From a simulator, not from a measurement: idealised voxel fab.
Presented below is a process module, voxel ribs on slabs.
Displayed cross-section: cut, width of 295 nm, square cells sized 5 nm.
Cross-sections here: square-cell grids, written as top-down lists of bands, a band being one or more rows of cells.
The entry gives the band's vertical extent as a top height and a bottom height in nm, then its horizontal make-up as materials from left to right, each with a width in nm. "empty" stands for empty space; a single material marked "edge to edge" fills the band edge to edge.
Where do heights start? At 0: under that level the wafer as delivered is made of one material only. And the lowest band has no floor; it just carries on downward, as in "from 0 down".
The two numbers in a width such as "30..40" mark its ends across the band: the first belongs to the top row of cells, the second to the bottom row, and from each row to the next the width moves by the same amount.
Basically "no alterations made" means that step didn't change any cell in the cross-section.
"Voids lacking openings" means: voids of 8 cells or more that are shut off from the top with no open way through. Written width x height at distance, distance from the left edge, in nm.
Formally, on a step line, whatever follows the settings is a remark that the simulator itself makes on the step.
overlay nm: where the mask lay relative to plan, measured to the right, on steps with a mask; negatives go left.
The following list gives the planned process steps
- 1: RECEIVE,material Si
- 2: DIRECTIONAL_DEP,material SiO2,thk nm 30
- 3: DIRECTIONAL_DEP,material SiN,thk nm 15
- 4: PATTERN,tone cover,mask id RIB,material resist,width nm 15,thk nm 20,overlay nm 0
- 5: DIRECTIONAL_ETCH,etch materials SiN,depth nm 10
- 6: STRIP,etch materials resist
- 7: MASKED_ETCH,tone cover,mask id SLAB,width nm 75,etch materials SiN,depth nm 5,overlay nm 0
- 8: FILL_DEP,material SiO2,thk nm 25
- 9: CMP,height nm 65
- 10: DIRECTIONAL_DEP,material W,thk nm 10
- 11: DIRECTIONAL_DEP,material aC,thk nm 15
- 12: PATTERN,tone cover,mask id HEATER,material resist,width nm 25,thk nm 35,overlay nm 0
- 13: DIRECTIONAL_ETCH,etch materials aC,depth nm 15
- 14: STRIP,etch materials resist
- 15: DIRECTIONAL_ETCH,etch materials W,depth nm 10
- 16: STRIP,etch materials aC
- 17: CONFORMAL_DEP,material SiO2,thk nm 5
Wafer cross-section on receipt, i.e. after step 1
* from 0 down | Si edge to edge
* Voids lacking openings: none
Cross-sectional image of the first of two wafers at the end of the module, the run having proceeded as planned
* from 80 to 75 | empty 130 / SiO2 35 / empty 130
* from 75 to 70 | empty 130 / SiO2 5 / W 25 / SiO2 5 / empty 130
* from 70 to 65 | SiO2 135 / W 25 / SiO2 135
* from 65 to 45 | SiO2 edge to edge
* from 45 to 35 | SiO2 140 / SiN 15 / SiO2 140
* from 35 to 30 | SiO2 110 / SiN 75 / SiO2 110
* from 30 to 0 | SiO2 edge to edge
* from 0 down | Si edge to edge
* Voids lacking openings: none
Cross-section, wafer two of two, end of module: same start and plan as wafer one, one error in execution
* from 80 to 75 | empty 130 / SiO2 35 / empty 130
* from 75 to 70 | empty 130 / SiO2 5 / W 25 / SiO2 5 / empty 130
* from 70 to 65 | SiO2 135 / W 25 / SiO2 135
* from 65 to 45 | SiO2 edge to edge
* from 45 to 35 | SiO2 140 / SiN 15 / SiO2 140
* from 35 to 30 | SiO2 110 / SiN 75 / SiO2 110
* from 30 to 0 | aC edge to edge
* from 0 down | Si edge to edge
* Voids lacking openings: none
The mistake made against the process plan was this: heads up, step 2 didn't go per plan, it actually ran as DIRECTIONAL_DEP,material aC,thk nm 30
End check, counted in cells, second wafer has more or fewer of these materials than the first: SiO2: 354 fewer | aC: 354 more
